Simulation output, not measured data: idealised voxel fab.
The name of this process module is voxel lift off.
Displayed cross-section: cut, width of 300 nm, square cells sized 5 nm.
When this document writes out a cross-section, it uses a grid of square cells and lists it as bands, beginning at the top and moving down, with a band standing for one or more rows of cells. Quick guide to a band line: top height, bottom height (nm) up front; then every material left to right with its width in nm. Only one material and it's marked "everywhere"? Then it fills the band edge to edge. And "air" just means empty space. All heights in this document are referenced to 0, defined as the level beneath which the wafer, as received, consists entirely of one material. The lowest band is not bounded below; it extends indefinitely downward and is written in the form "0 nm and below". A two-number width, for instance "30->40", indicates that the width is equal to the first number in the top row of the band and to the second number in the bottom row, and that it changes by a constant amount per row of cells. Take "remains unaltered" at face value: in the step it is given for, the cross-section changed in none of its cells. Entry "Trapped voids" = empty spaces >= 8 cells with no open way to the top; each as width x height at distance, distance from left edge, all nm. Anything after a step's settings on that line? It's the simulator's own note about the step. You can add "overlay nm" to a step's line. For a step with a mask, it describes how far the mask lay to the right of its planned position, and a negative number describes a lay to the left.
Planned step list for the process
1,RECEIVE,material Si
2,CONFORMAL_DEP,material Al2O3,thk nm 10
3,PATTERN,tone open,mask id LINES,material resist,width nm 20,pitch nm 35,thk nm 30,overlay nm -15
4,DIRECTIONAL_DEP,material Ru,thk nm 15
5,STRIP,etch materials resist
6,CONFORMAL_DEP,material SiCN,thk nm 10
Heads up: all these wafers start the same, and what changes between them is the overlay nm in step 3. The value you see in the plan is just what the first wafer got.
As-received state after step 1, first of several wafers, cross-section
> 0 nm and below = Si everywhere
> Trapped voids: none
Tabulated below, wafer by wafer, are the end-of-module results: for each material, the number of cells gained (+) or lost (-) relative to the as-received state, followed by the closed voids
overlay nm -15 | +120 Al2O3 | +24 Ru | +141 SiCN | Trapped voids: none
overlay nm -10 | +120 Al2O3 | +24 Ru | +141 SiCN | Trapped voids: none
overlay nm -5 | +120 Al2O3 | +24 Ru | +141 SiCN | Trapped voids: none
overlay nm 0 | +120 Al2O3 | +24 Ru | +141 SiCN | Trapped voids: none
overlay nm 5 | +120 Al2O3 | +24 Ru | +141 SiCN | Trapped voids: none
overlay nm 10 | +120 Al2O3 | +24 Ru | +141 SiCN | Trapped voids: none
overlay nm 15 | +120 Al2O3 | +24 Ru | +141 SiCN | Trapped voids: none
